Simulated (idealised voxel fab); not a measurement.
Module name: voxel capacitor over wiring (process module)
Shown is cross-section cut, with a width of 200 nm and square cells of size 5 nm.
Cross-section, as written here: a square-cell grid given band by band from the top down, where a band holds one or more rows of cells.
The band entry comprises the height of the band's top followed by the height of its bottom, expressed in nm, and subsequently the band's materials from left to right, each stated together with its width in nm. Where a single material is marked with the word "full width", that material fills the band from edge to edge. The word "blank" represents empty space.
The reference from which all heights are counted is 0, the level beneath which the as-received wafer is entirely one material; the lowest band, having no lower bound, proceeds downward and is written after the example "top 0, no bottom".
A width given as "30->40" starts at the first number in the band's top row and ends at the second number in its bottom row, shifting by an equal amount at every step from row to row.
"everything unchanged" after a step means that no cell of the cross-section changed.
The label "Sealed internal voids" introduces a list of the empty spaces, 8 cells or larger, that have no open way up to the top; each entry in it reads width x height at distance, where the distance is taken from the left edge and all three are stated in nm.
Read whatever lies past the settings on a step's line as the simulator's own remark about the step.
The line of a step may include "overlay nm". On a step with a mask, this value is how far to the right of its planned place the mask lay. A negative value means the mask lay to the left.
## Intended process steps
1) RECEIVE (material Si)
2) CONFORMAL_DEP (material SiO2; thk nm 10)
3) CONFORMAL_DEP (material SiCN; thk nm 5)
4) DIRECTIONAL_DEP (material SiO2; thk nm 15)
5) MASKED_ETCH (tone open; mask id METAL_1; width nm 20; pitch nm 70; etch materials SiO2; depth nm 15; overlay nm 0)
6) MASKED_ETCH (tone open; mask id METAL_1; width nm 20; pitch nm 70; etch materials SiCN; depth nm 5; overlay nm 0)
7) CONFORMAL_DEP (material TiN; thk nm 5)
8) FILL_DEP (material W; thk nm 10)
9) CMP (height nm 30)
10) CONFORMAL_DEP (material SiCN; thk nm 5)
11) DIRECTIONAL_DEP (material lowk; thk nm 20)
12) PATTERN (tone open; mask id PLUG_1; material resist; width nm 15; thk nm 20; overlay nm 0)
13) DIRECTIONAL_ETCH (etch materials lowk; depth nm 20)
14) DIRECTIONAL_ETCH (etch materials SiCN; depth nm 5)
15) STRIP (etch materials resist)
16) CONFORMAL_DEP (material TiN; thk nm 5)
17) FILL_DEP (material Cu; thk nm 10)
18) CMP (height nm 55)
19) DIRECTIONAL_DEP (material TiN; thk nm 5)
20) DIRECTIONAL_DEP (material Al2O3; thk nm 5)
21) DIRECTIONAL_DEP (material TiN; thk nm 10)
22) MASKED_ETCH (tone cover; mask id UPPER_PLATE; width nm 55; etch materials TiN; depth nm 10; overlay nm 0)
23) MASKED_ETCH (tone cover; mask id UPPER_PLATE; width nm 55; etch materials Al2O3; depth nm 5; overlay nm 0)
24) MASKED_ETCH (tone cover; mask id LOWER_PLATE; width nm 65; etch materials TiN; depth nm 5; overlay nm 0)
25) FILL_DEP (material SiO2; thk nm 15)
26) CMP (height nm 85)
27) MASKED_ETCH (tone open; mask id PLUG_2; width nm 15; etch materials SiO2; depth nm 10; overlay nm 0)
28) CONFORMAL_DEP (material TiN; thk nm 5)
29) FILL_DEP (material Cu; thk nm 10)
30) CMP (height nm 85)
31) CONFORMAL_DEP (material SiN; thk nm 5)
## This is the cross-section of the wafer as we received it, i.e. after step 1
top 0, no bottom = Si full width
Sealed internal voids: none
## First of two wafers, end-of-module section, run followed plan
top 90, bottom 85 = SiN full width
top 85, bottom 80 = SiO2 70 nm, then TiN 5 nm, then Cu 5 nm, then TiN 5 nm, then SiO2 115 nm
top 80, bottom 75 = SiO2 70 nm, then TiN 15 nm, then SiO2 115 nm
top 75, bottom 65 = SiO2 60 nm, then TiN 55 nm, then SiO2 85 nm
top 65, bottom 60 = SiO2 60 nm, then Al2O3 55 nm, then SiO2 85 nm
top 60, bottom 55 = SiO2 55 nm, then TiN 65 nm, then SiO2 80 nm
top 55, bottom 35 = lowk 60 nm, then TiN 5 nm, then Cu 5 nm, then TiN 5 nm, then lowk 125 nm
top 35, bottom 30 = SiCN 60 nm, then TiN 15 nm, then SiCN 125 nm
top 30, bottom 15 = SiO2 55 nm, then TiN 5 nm, then W 10 nm, then TiN 5 nm, then SiO2 50 nm, then TiN 5 nm, then W 10 nm, then TiN 5 nm, then SiO2 55 nm
top 15, bottom 10 = SiCN 55 nm, then TiN 20 nm, then SiCN 50 nm, then TiN 20 nm, then SiCN 55 nm
top 10, bottom 0 = SiO2 full width
top 0, no bottom = Si full width
Sealed internal voids: none
## Wafer two, sectioned after the module: the first wafer's start, the first wafer's plan, and one mistake in how it was run
top 90, bottom 85 = SiN full width
top 85, bottom 80 = SiO2 70 nm, then TiN 5 nm, then Cu 5 nm, then TiN 5 nm, then SiO2 115 nm
top 80, bottom 75 = SiO2 70 nm, then TiN 15 nm, then SiO2 115 nm
top 75, bottom 65 = SiO2 60 nm, then TiN 55 nm, then SiO2 85 nm
top 65, bottom 60 = SiO2 60 nm, then Al2O3 55 nm, then SiO2 85 nm
top 60, bottom 55 = SiCN full width
top 55, bottom 35 = lowk 60 nm, then TiN 5 nm, then Cu 5 nm, then TiN 5 nm, then lowk 125 nm
top 35, bottom 30 = SiCN 60 nm, then TiN 15 nm, then SiCN 125 nm
top 30, bottom 15 = SiO2 55 nm, then TiN 5 nm, then W 10 nm, then TiN 5 nm, then SiO2 50 nm, then TiN 5 nm, then W 10 nm, then TiN 5 nm, then SiO2 55 nm
top 15, bottom 10 = SiCN 55 nm, then TiN 20 nm, then SiCN 50 nm, then TiN 20 nm, then SiCN 55 nm
top 10, bottom 0 = SiO2 full width
top 0, no bottom = Si full width
Sealed internal voids: none
Run error: so step 19 ended up running with a different setting than we planned, it ran as DIRECTIONAL_DEP (material SiCN; thk nm 5)
Final comparison by cell count, materials where the second wafer has more or fewer than the first: SiCN: 40 more, SiO2: 27 fewer, TiN: 13 fewer
